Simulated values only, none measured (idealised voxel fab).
Process module in this document: voxel air gaps
Cross-sectional view cut (width: 170 nm; square cell size: 5 nm).
Square cells in a grid make up a cross-section in this document, and the grid is given as bands, listed from the top down, each one or more rows of cells. Each band's line starts with the height of the band's top and of its bottom, in nm. Then come its materials from left to right, each with its width in nm. One material with "edge to edge" fills the band from edge to edge. "air" is empty space. Measure heights from 0. That's the level where, below it, the as-received wafer is all one material. The lowest band is bottomless and extends downward; write it as in "0..down". A width given as "30..40" starts at the first number in the band's top row and ends at the second number in its bottom row, shifting by an equal amount at every step from row to row. "nothing was modified" -> step changed no cross-section cell. This entry, "Closed void register", enumerates those empty regions of no fewer than 8 cells that possess no open connection to the top. Each region is reported in the form width x height at distance, the distance being taken from the left edge, with all three quantities expressed in nm. Read whatever lies past the settings on a step's line as the simulator's own remark about the step. overlay nm: step with mask; distance mask lay right of planned place; negative value = left of planned place.
### Process steps (planned)
step 1: RECEIVE | material Si
step 2: CONFORMAL_DEP | material SiO2 | thk nm 10
step 3: CONFORMAL_DEP | material SiN | thk nm 5
step 4: DIRECTIONAL_DEP | material SiO2 | thk nm 40
step 5: PATTERN | tone open | mask id LINES | material resist | width nm 25 | pitch nm 50 | thk nm 20 | overlay nm 0
step 6: DIRECTIONAL_ETCH | etch materials SiO2 | depth nm 40
step 7: STRIP | etch materials resist
step 8: CONFORMAL_DEP | material TiN | thk nm 5
step 9: FILL_DEP | material Cu | thk nm 5
step 10: CMP | height nm 55
step 11: EPI | material Ru | thk nm 10
step 12: SELECTIVE_ETCH | etch materials SiO2 | depth nm 50
step 13: CONFORMAL_DEP | material SiN | thk nm 5
### As received (post step 1): cross-section
> 0..down | Si edge to edge
> Closed void register: none
### Looking at the first of two wafers in cross-section at end of module - ran to plan
> 70..65 | air: 5 | SiN: 155 | air: 10
> 65..55 | air: 5 | SiN: 5 | Ru: 45 | SiN: 5 | Ru: 45 | SiN: 5 | Ru: 45 | SiN: 5 | air: 10
> 55..50 | air: 5 | SiN: 15 | TiN: 5 | Cu: 15 | TiN: 5 | SiN: 25 | TiN: 5 | Cu: 15 | TiN: 5 | SiN: 25 | TiN: 5 | Cu: 15 | TiN: 5 | SiN: 15 | air: 10
> 50..20 | air: 15 | SiN: 5 | TiN: 5 | Cu: 15 | TiN: 5 | SiN: 5 | air: 15 | SiN: 5 | TiN: 5 | Cu: 15 | TiN: 5 | SiN: 5 | air: 15 | SiN: 5 | TiN: 5 | Cu: 15 | TiN: 5 | SiN: 5 | air: 20
> 20..15 | SiN: 20 | TiN: 25 | SiN: 25 | TiN: 25 | SiN: 25 | TiN: 25 | SiN: 25
> 15..10 | SiN edge to edge
> 10..0 | SiO2 edge to edge
> 0..down | Si edge to edge
> Closed void register: 15 x 30 at 50; 15 x 30 at 100
### Second wafer through the module, sectioned at the end: same beginning and same plan as the first wafer, with one mistake in carrying it out
> 70..65 | air: 5 | SiN: 155 | air: 10
> 65..55 | air: 5 | SiN: 5 | Ru: 45 | SiN: 5 | Ru: 45 | SiN: 5 | Ru: 45 | SiN: 5 | air: 10
> 55..50 | air: 5 | SiN: 15 | TiN: 5 | Cu: 15 | TiN: 5 | SiN: 25 | TiN: 5 | Cu: 15 | TiN: 5 | SiN: 25 | TiN: 5 | Cu: 15 | TiN: 5 | SiN: 15 | air: 10
> 50..20 | air: 15 | SiN: 5 | TiN: 5 | Cu: 15 | TiN: 5 | SiN: 5 | air: 15 | SiN: 5 | TiN: 5 | Cu: 15 | TiN: 5 | SiN: 5 | air: 15 | SiN: 5 | TiN: 5 | Cu: 15 | TiN: 5 | SiN: 5 | air: 20
> 20..15 | SiN: 20 | TiN: 25 | SiN: 25 | TiN: 25 | SiN: 25 | TiN: 25 | SiN: 25
> 15..10 | SiN edge to edge
> 10..0 | Ru edge to edge
> 0..down | Si edge to edge
> Closed void register: 15 x 30 at 50; 15 x 30 at 100
Misprocessing identified: planned and actual differ for step 2; actual: CONFORMAL_DEP | material Ru | thk nm 10
at the end the second wafer has, in cells: Ru: 68 more; SiO2: 68 fewer
